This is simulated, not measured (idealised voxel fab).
The process module presented herein is designated voxel released beams.
Shown is cross-section cut, with a width of 295 nm and square cells of size 5 nm.
Square cells in a grid make up a cross-section in this document, and the grid is given as bands, listed from the top down, each one or more rows of cells. Top height, bottom height, nm. Materials left to right, width each, nm. Single material + "all across" = fills band edge to edge. "air" = empty. Convention: height 0 is the level below which the wafer, as received, is all one material. The lowest band does not terminate at the bottom but continues downward, represented as "0 -> down". Think of "30->40" as a width that walks from the first number to the second as you go down the band, top row to bottom row, taking equal-sized steps from row to row. Take "same as before" at face value: in the step it is given for, the cross-section changed in none of its cells. "Enclosed internal cavities" means: voids of 8 cells or more that are shut off from the top with no open way through. Written width x height at distance, distance from the left edge, in nm. On a step's line, text after the settings is the simulator commenting on that step. For masked steps, "overlay nm" on the step line gives how far right of plan the mask actually lay; a minus sign means it lay to the left.
## Steps planned for the process
1. RECEIVE: material Si
2. CONFORMAL_DEP: material Al2O3, thk nm 10
3. DIRECTIONAL_DEP: material SiO2, thk nm 20
4. MASKED_ETCH: tone open, mask id ANCHOR, width nm 35, etch materials SiO2, depth nm 20, overlay nm 0
5. CONFORMAL_DEP: material W, thk nm 10
6. DIRECTIONAL_DEP: material aC, thk nm 15
7. PATTERN: tone cover, mask id BEAM, material resist, width nm 115, thk nm 35, overlay nm -15
8. DIRECTIONAL_ETCH: etch materials aC, depth nm 15
9. STRIP: etch materials resist
10. DIRECTIONAL_ETCH: etch materials W, depth nm 10
11. STRIP: etch materials aC
12. STRIP: etch materials SiO2
Every wafer here starts from the same state; it is the step 7 overlay nm that distinguishes them, and the value the plan gives belongs to the first wafer.
## After step 1, as received: first of several wafers, cross-section
  0 -> down  Si all across
  Enclosed internal cavities: none
## Each row below is a wafer at the end of the module, listing for every material the number of cells it has gained (+) or lost (-) since it was received, followed by its closed voids
overlay nm -15, +118 Al2O3, +62 W, Enclosed internal cavities: none
overlay nm -10, +118 Al2O3, +62 W, Enclosed internal cavities: none
overlay nm -5, +118 Al2O3, +62 W, Enclosed internal cavities: none
overlay nm 0, +118 Al2O3, +62 W, Enclosed internal cavities: none
overlay nm 5, +118 Al2O3, +62 W, Enclosed internal cavities: none
overlay nm 10, +118 Al2O3, +62 W, Enclosed internal cavities: none
overlay nm 15, +118 Al2O3, +62 W, Enclosed internal cavities: none
